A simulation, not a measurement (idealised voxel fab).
Module name: voxel self aligned contacts (process module)
cross-section cut | 190 nm wide | cells 5 nm
Bands, listed from the top down, are how a cross-section gets written in this document; the cross-section itself is a grid of square cells, and a band is one or more rows of them.
Each band's line starts with the height of the band's top and of its bottom, in nm. Then come its materials from left to right, each with its width in nm. One material with "throughout" fills the band from edge to edge. "blank" is empty space.
Heads up on the height convention: 0 is the point under which the incoming wafer is all one material, and the lowest band has no bottom, it just keeps going down, like "top 0, no bottom".
Width "30 to 40": first value at the band's top row of cells, second value at its bottom row, equal change from row to row.
"nothing altered" after a step means that no cell of the cross-section changed.
This entry, "Enclosed void catalog", enumerates those empty regions of no fewer than 8 cells that possess no open connection to the top. Each region is reported in the form width x height at distance, the distance being taken from the left edge, with all three quantities expressed in nm.
Step line, after settings: the simulator's comment on this step.
overlay nm: mask right of planned place by this much (step with mask). Neg. = left.
List of planned process steps
1. RECEIVE [material Si]
2. CONFORMAL_DEP [material SiO2] [thk nm 5]
3. DIRECTIONAL_DEP [material polySi] [thk nm 20]
4. DIRECTIONAL_DEP [material SiN] [thk nm 20]
5. DIRECTIONAL_DEP [material aC] [thk nm 15]
6. PATTERN [tone cover] [mask id GATE] [material resist] [width nm 25] [pitch nm 65] [thk nm 35] [overlay nm 0]
7. DIRECTIONAL_ETCH [etch materials aC] [depth nm 15]
8. STRIP [etch materials resist]
9. DIRECTIONAL_ETCH [etch materials SiN] [depth nm 20]
10. DIRECTIONAL_ETCH [etch materials polySi] [depth nm 20]
11. STRIP [etch materials aC]
12. CONFORMAL_DEP [material SiN] [thk nm 10]
13. DIRECTIONAL_ETCH [etch materials SiN] [depth nm 10]
14. FILL_DEP [material SiO2] [thk nm 20]
15. CMP [height nm 55]
16. PATTERN [tone open] [mask id CONTACT] [material resist] [width nm 50] [pitch nm 65] [thk nm 20] [overlay nm 0]
17. DIRECTIONAL_ETCH [etch materials SiO2] [depth nm 55]
18. STRIP [etch materials resist]
19. CONFORMAL_DEP [material TiN] [thk nm 5]
20. FILL_DEP [material Ru] [thk nm 5]
21. CMP [height nm 55]
22. CONFORMAL_DEP [material SiCN] [thk nm 5]
Shown in cross-section is the wafer as received, that is, as it stands after step 1
> top 0, no bottom | Si throughout
> Enclosed void catalog: none
The first of two wafers, cross-sectioned at the end of the module, with the run proceeding as planned
> top 60, bottom 55 | SiCN throughout
> top 55, bottom 45 | SiO2 (35), then TiN (5 to 20), then Ru (40 to 10), then TiN (5 to 20), then SiO2 (15), then TiN (5 to 20), then Ru (40 to 10), then TiN (5 to 20), then SiO2 (40)
> top 45, bottom 25 | SiO2 (5), then SiN (45), then TiN (5), then Ru (10), then TiN (5), then SiN (45), then TiN (5), then Ru (10), then TiN (5), then SiN (45), then SiO2 (10)
> top 25, bottom 5 | SiO2 (5), then SiN (10), then polySi (25), then SiN (10), then TiN (5), then Ru (10), then TiN (5), then SiN (10), then polySi (25), then SiN (10), then TiN (5), then Ru (10), then TiN (5), then SiN (10), then polySi (25), then SiN (10), then SiO2 (10)
> top 5, bottom 0 | SiO2 (50), then TiN (20), then SiO2 (45), then TiN (20), then SiO2 (55)
> top 0, no bottom | Si throughout
> Enclosed void catalog: none
This cross-section belongs to the second wafer of two at the end of the module; the start and the plan were shared with the first, and the run included one mistake
> top 60, bottom 55 | SiCN throughout
> top 55, bottom 45 | SiO2 (35), then TiN (5), then Ru (40), then TiN (5), then SiO2 (15), then TiN (5), then Ru (40), then TiN (5), then SiO2 (40)
> top 45, bottom 40 | SiO2 (35), then TiN (15), then Ru (20), then TiN (15), then SiO2 (15), then TiN (15), then Ru (20), then TiN (15), then SiO2 (40)
> top 40, bottom 25 | SiO2 (10), then SiN (35), then TiN (5), then Ru (20), then TiN (5), then SiN (35), then TiN (5), then Ru (20), then TiN (5), then SiN (35), then SiO2 (15)
> top 25, bottom 5 | SiO2 (10), then SiN (5), then polySi (25), then SiN (5), then TiN (5), then Ru (20), then TiN (5), then SiN (5), then polySi (25), then SiN (5), then TiN (5), then Ru (20), then TiN (5), then SiN (5), then polySi (25), then SiN (5), then SiO2 (15)
> top 5, bottom 0 | SiO2 (45), then TiN (30), then SiO2 (35), then TiN (30), then SiO2 (50)
> top 0, no bottom | Si throughout
> Enclosed void catalog: none
Want to know what went wrong? step 12 deviated from plan and actually ran as CONFORMAL_DEP [material SiN] [thk nm 5]
Per the end-of-run cell counts, the second wafer holds more or fewer of some materials than the first: Ru: 44 more, SiN: 69 fewer, SiO2: 25 more
